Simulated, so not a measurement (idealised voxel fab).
Herein follows the process module entitled voxel self aligned vias.
The width of the displayed cross-section, cut, is 220 nm; its cells are square, with a size of 5 nm.
When this document writes out a cross-section, it uses a grid of square cells and lists it as bands, beginning at the top and moving down, with a band standing for one or more rows of cells.
Quick guide to a band line: top height, bottom height (nm) up front; then every material left to right with its width in nm. Only one material and it's marked "edge to edge"? Then it fills the band edge to edge. And "air" just means empty space.
Note: height 0 marks the level under which the wafer is uniformly one material as received. Lowest band unbounded below, written "0 down".
You'd read "30..40" like this: the band's top row of cells is as wide as the first number, its bottom row is as wide as the second, and going down, every row changes width by the same amount as the row before did.
"nothing different" after a step means that no cell of the cross-section changed.
Under "Sealed void listing" you'll find the enclosed gaps, the ones with no way out to the top, that are 8 cells or bigger; each reads width x height at distance, with distance counted from the left edge, everything in nm.
Heads up: the bit after the settings on a step's line is the simulator's remark on that step.
"overlay nm", when on a step's line for a step with a mask, measures how far to the right of its planned place the mask lay; a negative measure means to the left.

Plan:
1 RECEIVE, material Si
2 CONFORMAL_DEP, material SiO2, thk nm 15
3 CONFORMAL_DEP, material SiCN, thk nm 5
4 DIRECTIONAL_DEP, material lowk, thk nm 30
5 DIRECTIONAL_DEP, material aC, thk nm 15
6 PATTERN, tone open, mask id LINES, material resist, width nm 20, pitch nm 65, thk nm 35, overlay nm 0
7 DIRECTIONAL_ETCH, etch materials aC, depth nm 15
8 STRIP, etch materials resist
9 DIRECTIONAL_ETCH, etch materials lowk, depth nm 30
10 STRIP, etch materials aC
11 CONFORMAL_DEP, material TiN, thk nm 5
12 FILL_DEP, material W, thk nm 5
13 CMP, height nm 50
14 SELECTIVE_ETCH, etch materials W Ru TiN, depth nm 5
15 FILL_DEP, material SiN, thk nm 5
16 CMP, height nm 50
17 DIRECTIONAL_DEP, material lowk, thk nm 15
18 MASKED_ETCH, tone open, mask id VIAS, width nm 40, pitch nm 65, etch materials lowk, depth nm 15, overlay nm 0
19 MASKED_ETCH, tone open, mask id VIAS, width nm 40, pitch nm 65, etch materials SiN, depth nm 5, overlay nm 0
20 CONFORMAL_DEP, material TiN, thk nm 5
21 FILL_DEP, material Cu, thk nm 5
22 CMP, height nm 65
23 CONFORMAL_DEP, material SiN, thk nm 5

So this is the incoming wafer in cross-section - it's already been through step 1:
    0 down = Si edge to edge
    Sealed void listing: none

Final cross-section, module run with one mistake (start and plan as above):
    70 to 65 = SiN edge to edge
    65 to 55 = 50 of Cu  5 of TiN  40 of lowk  5 of TiN  15 of Cu  5 of TiN  40 of lowk  5 of TiN  55 of Cu
    55 to 50 = 55 of TiN  40 of lowk  25 of TiN  40 of lowk  60 of TiN
    50 to 45 = 65 of lowk  20 of SiN  45 of lowk  20 of SiN  70 of lowk
    45 to 25 = 65 of lowk  5 of TiN  10 of W  5 of TiN  45 of lowk  5 of TiN  10 of W  5 of TiN  70 of lowk
    25 to 20 = 65 of lowk  20 of TiN  45 of lowk  20 of TiN  70 of lowk
    20 to 15 = SiCN edge to edge
    15 to 0 = SiO2 edge to edge
    0 down = Si edge to edge
    Sealed void listing: none
What broke from the plan during processing? step 18 did not use the planned setting and instead ran as MASKED_ETCH, tone cover, mask id VIAS, width nm 40, pitch nm 65, etch materials lowk, depth nm 15, overlay nm 0
